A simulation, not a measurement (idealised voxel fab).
process module | voxel trench capacitor
cross-section cut | 255 nm wide | cells 5 nm
A cross-section is a grid of square cells, given in bands from the top down. A band is one or more rows of cells.
Each band's line starts with the height of the band's top and of its bottom, in nm. Then come its materials from left to right, each with its width in nm. One material with "throughout" fills the band from edge to edge. "air" is empty space.
Height 0 is the level under which the wafer as received is all one material. The lowest band goes on downwards, as in "0 down".
A width such as "30 to 40" changes by the same amount from each row of cells to the next, from the band's top row to its bottom row.
"no change" after a step means that no cell of the cross-section changed.
closed voids: empty space of 8 cells or more with no open way to the top, each as width x height at its distance from the left edge, in nm
after a step's settings: what the simulator itself notes on the step
overlay nm, on a step with a mask: how far to the right of its planned place the mask lay; to the left if negative
plan
1 op RECEIVE | material Si
2 op CONFORMAL_DEP | material SiN | thk nm 10
3 op PATTERN | tone open | mask id TRENCH | material resist | width nm 25 | pitch nm 50 | thk nm 20 | overlay nm 0
4 op DIRECTIONAL_ETCH | etch materials SiN | depth nm 10
5 op DIRECTIONAL_ETCH | etch materials Si | depth nm 30
6 op STRIP | etch materials resist
7 op CONFORMAL_DEP | material Al2O3 | thk nm 5
8 op CONFORMAL_DEP | material TiN | thk nm 5
9 op FILL_DEP | material W | thk nm 10
10 op CMP | height nm 10
first wafer, as planned
as received, after step 1
  0 down: Si throughout
  closed voids: none
after step 2
  10 to 0: SiN throughout
  below 0: unchanged
after step 3
  30 to 10: resist 40 | air 25 | resist 25 | air 25 | resist 25 | air 25 | resist 25 | air 25 | resist 40
  below 10: unchanged
after step 4
  30 to 10: resist 40 | air 25 | resist 25 | air 25 | resist 25 | air 25 | resist 25 | air 25 | resist 40
  10 to 0: SiN 40 | air 25 | SiN 25 | air 25 | SiN 25 | air 25 | SiN 25 | air 25 | SiN 40
  below 0: unchanged
after step 5
  30 to 10: resist 40 | air 25 | resist 25 | air 25 | resist 25 | air 25 | resist 25 | air 25 | resist 40
  10 to 0: SiN 40 | air 25 | SiN 25 | air 25 | SiN 25 | air 25 | SiN 25 | air 25 | SiN 40
  0 to -30: Si 40 | air 25 | Si 25 | air 25 | Si 25 | air 25 | Si 25 | air 25 | Si 40
  below -30: unchanged
after step 6
  10 to 0: SiN 40 | air 25 | SiN 25 | air 25 | SiN 25 | air 25 | SiN 25 | air 25 | SiN 40
  below 0: unchanged
after step 7
  15 to 10: Al2O3 45 | air 15 | Al2O3 35 | air 15 | Al2O3 35 | air 15 | Al2O3 35 | air 15 | Al2O3 45
  10 to 0: SiN 40 | Al2O3 5 | air 15 | Al2O3 5 | SiN 25 | Al2O3 5 | air 15 | Al2O3 5 | SiN 25 | Al2O3 5 | air 15 | Al2O3 5 | SiN 25 | Al2O3 5 | air 15 | Al2O3 5 | SiN 40
  0 to -25: Si 40 | Al2O3 5 | air 15 | Al2O3 5 | Si 25 | Al2O3 5 | air 15 | Al2O3 5 | Si 25 | Al2O3 5 | air 15 | Al2O3 5 | Si 25 | Al2O3 5 | air 15 | Al2O3 5 | Si 40
  -25 to -30: Si 40 | Al2O3 25 | Si 25 | Al2O3 25 | Si 25 | Al2O3 25 | Si 25 | Al2O3 25 | Si 40
  below -30: unchanged
after step 8
  20 to 15: TiN 50 | air 5 | TiN 45 | air 5 | TiN 45 | air 5 | TiN 45 | air 5 | TiN 50
  15 to 10: Al2O3 45 | TiN 5 | air 5 | TiN 5 | Al2O3 35 | TiN 5 | air 5 | TiN 5 | Al2O3 35 | TiN 5 | air 5 | TiN 5 | Al2O3 35 | TiN 5 | air 5 | TiN 5 | Al2O3 45
  10 to 0: SiN 40 | Al2O3 5 | TiN 5 | air 5 | TiN 5 | Al2O3 5 | SiN 25 | Al2O3 5 | TiN 5 | air 5 | TiN 5 | Al2O3 5 | SiN 25 | Al2O3 5 | TiN 5 | air 5 | TiN 5 | Al2O3 5 | SiN 25 | Al2O3 5 | TiN 5 | air 5 | TiN 5 | Al2O3 5 | SiN 40
  0 to -20: Si 40 | Al2O3 5 | TiN 5 | air 5 | TiN 5 | Al2O3 5 | Si 25 | Al2O3 5 | TiN 5 | air 5 | TiN 5 | Al2O3 5 | Si 25 | Al2O3 5 | TiN 5 | air 5 | TiN 5 | Al2O3 5 | Si 25 | Al2O3 5 | TiN 5 | air 5 | TiN 5 | Al2O3 5 | Si 40
  -20 to -25: Si 40 | Al2O3 5 | TiN 15 | Al2O3 5 | Si 25 | Al2O3 5 | TiN 15 | Al2O3 5 | Si 25 | Al2O3 5 | TiN 15 | Al2O3 5 | Si 25 | Al2O3 5 | TiN 15 | Al2O3 5 | Si 40
  below -25: unchanged
after step 9
  30 to 20: W throughout
  20 to 15: TiN 50 | W 5 | TiN 45 | W 5 | TiN 45 | W 5 | TiN 45 | W 5 | TiN 50
  15 to 10: Al2O3 45 | TiN 5 | W 5 | TiN 5 | Al2O3 35 | TiN 5 | W 5 | TiN 5 | Al2O3 35 | TiN 5 | W 5 | TiN 5 | Al2O3 35 | TiN 5 | W 5 | TiN 5 | Al2O3 45
  10 to 0: SiN 40 | Al2O3 5 | TiN 5 | W 5 | TiN 5 | Al2O3 5 | SiN 25 | Al2O3 5 | TiN 5 | W 5 | TiN 5 | Al2O3 5 | SiN 25 | Al2O3 5 | TiN 5 | W 5 | TiN 5 | Al2O3 5 | SiN 25 | Al2O3 5 | TiN 5 | W 5 | TiN 5 | Al2O3 5 | SiN 40
  0 to -20: Si 40 | Al2O3 5 | TiN 5 | W 5 | TiN 5 | Al2O3 5 | Si 25 | Al2O3 5 | TiN 5 | W 5 | TiN 5 | Al2O3 5 | Si 25 | Al2O3 5 | TiN 5 | W 5 | TiN 5 | Al2O3 5 | Si 25 | Al2O3 5 | TiN 5 | W 5 | TiN 5 | Al2O3 5 | Si 40
  below -20: unchanged
after step 10
  10 to 0: SiN 40 | Al2O3 5 | TiN 5 | W 5 | TiN 5 | Al2O3 5 | SiN 25 | Al2O3 5 | TiN 5 | W 5 | TiN 5 | Al2O3 5 | SiN 25 | Al2O3 5 | TiN 5 | W 5 | TiN 5 | Al2O3 5 | SiN 25 | Al2O3 5 | TiN 5 | W 5 | TiN 5 | Al2O3 5 | SiN 40
  below 0: unchanged
second wafer: like start, like plan, one mistake. Through step 4 it matches the first wafer
when step 5 should have ended
  30 to 10: resist 40 | air 25 | resist 25 | air 25 | resist 25 | air 25 | resist 25 | air 25 | resist 40
  10 to 0: SiN 40 | air 25 | SiN 25 | air 25 | SiN 25 | air 25 | SiN 25 | air 25 | SiN 40
  0 to -60: Si 40 | air 25 | Si 25 | air 25 | Si 25 | air 25 | Si 25 | air 25 | Si 40
  below -60: unchanged
when step 6 should have ended
  10 to 0: SiN 40 | air 25 | SiN 25 | air 25 | SiN 25 | air 25 | SiN 25 | air 25 | SiN 40
  below 0: unchanged
when step 7 should have ended
  15 to 10: Al2O3 45 | air 15 | Al2O3 35 | air 15 | Al2O3 35 | air 15 | Al2O3 35 | air 15 | Al2O3 45
  10 to 0: SiN 40 | Al2O3 5 | air 15 | Al2O3 5 | SiN 25 | Al2O3 5 | air 15 | Al2O3 5 | SiN 25 | Al2O3 5 | air 15 | Al2O3 5 | SiN 25 | Al2O3 5 | air 15 | Al2O3 5 | SiN 40
  0 to -55: Si 40 | Al2O3 5 | air 15 | Al2O3 5 | Si 25 | Al2O3 5 | air 15 | Al2O3 5 | Si 25 | Al2O3 5 | air 15 | Al2O3 5 | Si 25 | Al2O3 5 | air 15 | Al2O3 5 | Si 40
  -55 to -60: Si 40 | Al2O3 25 | Si 25 | Al2O3 25 | Si 25 | Al2O3 25 | Si 25 | Al2O3 25 | Si 40
  below -60: unchanged
when step 8 should have ended
  20 to 15: TiN 50 | air 5 | TiN 45 | air 5 | TiN 45 | air 5 | TiN 45 | air 5 | TiN 50
  15 to 10: Al2O3 45 | TiN 5 | air 5 | TiN 5 | Al2O3 35 | TiN 5 | air 5 | TiN 5 | Al2O3 35 | TiN 5 | air 5 | TiN 5 | Al2O3 35 | TiN 5 | air 5 | TiN 5 | Al2O3 45
  10 to 0: SiN 40 | Al2O3 5 | TiN 5 | air 5 | TiN 5 | Al2O3 5 | SiN 25 | Al2O3 5 | TiN 5 | air 5 | TiN 5 | Al2O3 5 | SiN 25 | Al2O3 5 | TiN 5 | air 5 | TiN 5 | Al2O3 5 | SiN 25 | Al2O3 5 | TiN 5 | air 5 | TiN 5 | Al2O3 5 | SiN 40
  0 to -50: Si 40 | Al2O3 5 | TiN 5 | air 5 | TiN 5 | Al2O3 5 | Si 25 | Al2O3 5 | TiN 5 | air 5 | TiN 5 | Al2O3 5 | Si 25 | Al2O3 5 | TiN 5 | air 5 | TiN 5 | Al2O3 5 | Si 25 | Al2O3 5 | TiN 5 | air 5 | TiN 5 | Al2O3 5 | Si 40
  -50 to -55: Si 40 | Al2O3 5 | TiN 15 | Al2O3 5 | Si 25 | Al2O3 5 | TiN 15 | Al2O3 5 | Si 25 | Al2O3 5 | TiN 15 | Al2O3 5 | Si 25 | Al2O3 5 | TiN 15 | Al2O3 5 | Si 40
  below -55: unchanged
when step 9 should have ended
  30 to 20: W throughout
  20 to 15: TiN 50 | W 5 | TiN 45 | W 5 | TiN 45 | W 5 | TiN 45 | W 5 | TiN 50
  15 to 10: Al2O3 45 | TiN 5 | W 5 | TiN 5 | Al2O3 35 | TiN 5 | W 5 | TiN 5 | Al2O3 35 | TiN 5 | W 5 | TiN 5 | Al2O3 35 | TiN 5 | W 5 | TiN 5 | Al2O3 45
  10 to 0: SiN 40 | Al2O3 5 | TiN 5 | W 5 | TiN 5 | Al2O3 5 | SiN 25 | Al2O3 5 | TiN 5 | W 5 | TiN 5 | Al2O3 5 | SiN 25 | Al2O3 5 | TiN 5 | W 5 | TiN 5 | Al2O3 5 | SiN 25 | Al2O3 5 | TiN 5 | W 5 | TiN 5 | Al2O3 5 | SiN 40
  0 to -50: Si 40 | Al2O3 5 | TiN 5 | W 5 | TiN 5 | Al2O3 5 | Si 25 | Al2O3 5 | TiN 5 | W 5 | TiN 5 | Al2O3 5 | Si 25 | Al2O3 5 | TiN 5 | W 5 | TiN 5 | Al2O3 5 | Si 25 | Al2O3 5 | TiN 5 | W 5 | TiN 5 | Al2O3 5 | Si 40
  below -50: unchanged
when step 10 should have ended
  10 to 0: SiN 40 | Al2O3 5 | TiN 5 | W 5 | TiN 5 | Al2O3 5 | SiN 25 | Al2O3 5 | TiN 5 | W 5 | TiN 5 | Al2O3 5 | SiN 25 | Al2O3 5 | TiN 5 | W 5 | TiN 5 | Al2O3 5 | SiN 25 | Al2O3 5 | TiN 5 | W 5 | TiN 5 | Al2O3 5 | SiN 40
  below 0: unchanged
what went wrong: step 5 was run twice
at the end the second wafer has, in cells: 48 more of Al2O3 | 120 fewer of Si | 48 more of TiN | 24 more of W
